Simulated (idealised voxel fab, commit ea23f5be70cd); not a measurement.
process module | voxel wiring stack
cross-section cut | 260 nm wide | cells 5 nm
A cross-section is a grid of square cells, given in bands from the top down. A band is one or more rows of cells.
Each band's line starts with the height of the band's top and of its bottom, in nm. Then come its materials from left to right, each with its width in nm. One material with "throughout" fills the band from edge to edge. "air" is empty space.
Height 0 is the level under which the wafer as received is all one material. The lowest band goes on downwards, as in "0 down".
A width such as "30 to 40" changes by the same amount from each row of cells to the next, from the band's top row to its bottom row.
"no change" after a step means that no cell of the cross-section changed.
closed voids: empty space of 8 cells or more with no open way to the top, each as width x height at its distance from the left edge, in nm
after a step's settings: what the simulator itself notes on the step
overlay nm, on a step with a mask: how far to the right of its planned place the mask lay; to the left if negative
plan
1 op RECEIVE | material Si
2 op CONFORMAL_DEP | material SiO2 | thk nm 15
3 op CONFORMAL_DEP | material SiCN | thk nm 5
4 op DIRECTIONAL_DEP | material lowk | thk nm 25
5 op PATTERN | tone open | mask id METAL_1 | material resist | width nm 25 | pitch nm 40 | thk nm 15 | overlay nm 0
6 op DIRECTIONAL_ETCH | etch materials lowk | depth nm 25
7 op DIRECTIONAL_ETCH | etch materials SiCN | depth nm 5
8 op STRIP | etch materials resist
9 op CONFORMAL_DEP | material TiN | thk nm 5
10 op FILL_DEP | material Cu | thk nm 10
11 op CMP | height nm 45
12 op CONFORMAL_DEP | material SiCN | thk nm 5
13 op DIRECTIONAL_DEP | material lowk | thk nm 35
14 op PATTERN | tone open | mask id METAL_2_HOLES | material resist | width nm 15 | pitch nm 40 | thk nm 15 | overlay nm 0
15 op DIRECTIONAL_ETCH | etch materials lowk | depth nm 35
16 op STRIP | etch materials resist
17 op MASKED_ETCH | tone open | mask id METAL_2 | width nm 25 | pitch nm 40 | etch materials lowk | depth nm 20 | overlay nm 0
18 op MASKED_ETCH | tone open | mask id METAL_2 | width nm 25 | pitch nm 40 | etch materials SiCN | depth nm 5 | overlay nm 0
19 op CONFORMAL_DEP | material TiN | thk nm 5
20 op FILL_DEP | material Ru | thk nm 5
21 op CMP | height nm 85
22 op CONFORMAL_DEP | material SiCN | thk nm 5
23 op DIRECTIONAL_DEP | material lowk | thk nm 35
24 op DIRECTIONAL_DEP | material aC | thk nm 10
25 op PATTERN | tone open | mask id METAL_3 | material resist | width nm 25 | pitch nm 40 | thk nm 30 | overlay nm 0
26 op DIRECTIONAL_ETCH | etch materials aC | depth nm 10
27 op STRIP | etch materials resist
28 op DIRECTIONAL_ETCH | etch materials lowk | depth nm 20
29 op STRIP | etch materials aC
30 op DIRECTIONAL_DEP | material aC | thk nm 10
31 op PATTERN | tone open | mask id METAL_3_HOLES | material resist | width nm 15 | pitch nm 80 | thk nm 30 | overlay nm 0
32 op DIRECTIONAL_ETCH | etch materials aC | depth nm 10
33 op STRIP | etch materials resist
34 op DIRECTIONAL_ETCH | etch materials lowk | depth nm 15
35 op DIRECTIONAL_ETCH | etch materials SiCN | depth nm 5
36 op STRIP | etch materials aC
37 op CONFORMAL_DEP | material TiN | thk nm 5
38 op FILL_DEP | material Cu | thk nm 10
39 op CMP | height nm 125
40 op CONFORMAL_DEP | material SiCN | thk nm 5
41 op DIRECTIONAL_DEP | material lowk | thk nm 35
42 op PATTERN | tone open | mask id METAL_4_HOLES | material resist | width nm 15 | pitch nm 40 | thk nm 20 | overlay nm 0
43 op DIRECTIONAL_ETCH | etch materials lowk | depth nm 35
44 op STRIP | etch materials resist
45 op DIRECTIONAL_DEP | material aC | thk nm 10
46 op PATTERN | tone open | mask id METAL_4 | material resist | width nm 25 | pitch nm 40 | thk nm 30 | overlay nm 0
47 op DIRECTIONAL_ETCH | etch materials aC | depth nm 10
48 op STRIP | etch materials resist
49 op DIRECTIONAL_ETCH | etch materials lowk | depth nm 20
50 op DIRECTIONAL_ETCH | etch materials SiCN | depth nm 5
51 op STRIP | etch materials aC
52 op CONFORMAL_DEP | material TiN | thk nm 5
53 op FILL_DEP | material Cu | thk nm 10
54 op CMP | height nm 165
55 op CONFORMAL_DEP | material SiCN | thk nm 5
as received, after step 1
  0 down: Si throughout
  closed voids: none
a wafer at the end: this start, this plan, one mistake
  170 to 165: SiCN throughout
  165 to 150: lowk 75 | TiN 5 | Cu 15 | TiN 5 | lowk 15 | TiN 5 | Cu 15 | TiN 5 | lowk 15 | TiN 5 | Cu 15 | TiN 5 | lowk 80
  150 to 145: lowk 75 | TiN 5 | Cu 5 | TiN 15 | lowk 15 | TiN 5 | Cu 5 | TiN 15 | lowk 15 | TiN 5 | Cu 5 | TiN 15 | lowk 80
  145 to 130: lowk 75 | TiN 5 | Cu 5 | TiN 5 | lowk 25 | TiN 5 | Cu 5 | TiN 5 | lowk 25 | TiN 5 | Cu 5 | TiN 5 | lowk 90
  130 to 125: SiCN 75 | TiN 15 | SiCN 25 | TiN 15 | SiCN 25 | TiN 15 | SiCN 90
  125 to 110: lowk 75 | TiN 5 | Cu 15 | TiN 5 | lowk 15 | TiN 5 | Cu 15 | TiN 5 | lowk 15 | TiN 5 | Cu 15 | TiN 5 | lowk 80
  110 to 105: lowk 75 | TiN 5 | Cu 5 | TiN 15 | lowk 15 | TiN 25 | lowk 15 | TiN 5 | Cu 5 | TiN 15 | lowk 80
  105 to 90: lowk 75 | TiN 5 | Cu 5 | TiN 5 | lowk 65 | TiN 5 | Cu 5 | TiN 5 | lowk 90
  90 to 85: SiCN 75 | TiN 15 | SiCN 65 | TiN 15 | SiCN 90
  85 to 70: lowk 75 | TiN 5 | Ru 15 | TiN 5 | lowk 15 | TiN 5 | Ru 15 | TiN 5 | lowk 15 | TiN 5 | Ru 15 | TiN 5 | lowk 80
  70 to 65: lowk 75 | TiN 5 | Ru 5 | TiN 15 | lowk 15 | TiN 5 | Ru 5 | TiN 15 | lowk 15 | TiN 5 | Ru 5 | TiN 15 | lowk 80
  65 to 50: lowk 75 | TiN 5 | Ru 5 | TiN 5 | lowk 25 | TiN 5 | Ru 5 | TiN 5 | lowk 25 | TiN 5 | Ru 5 | TiN 5 | lowk 90
  50 to 45: SiCN 75 | TiN 15 | SiCN 25 | TiN 15 | SiCN 25 | TiN 15 | SiCN 90
  45 to 20: lowk 80 | Cu 15 | lowk 25 | Cu 15 | lowk 25 | Cu 15 | lowk 85
  20 to 15: SiCN 75 | lowk 25 | SiCN 15 | lowk 25 | SiCN 15 | lowk 25 | SiCN 80
  15 to 0: SiO2 throughout
  0 down: Si throughout
  closed voids: none
what went wrong: step 9 ran as: op CONFORMAL_DEP | material lowk | thk nm 5
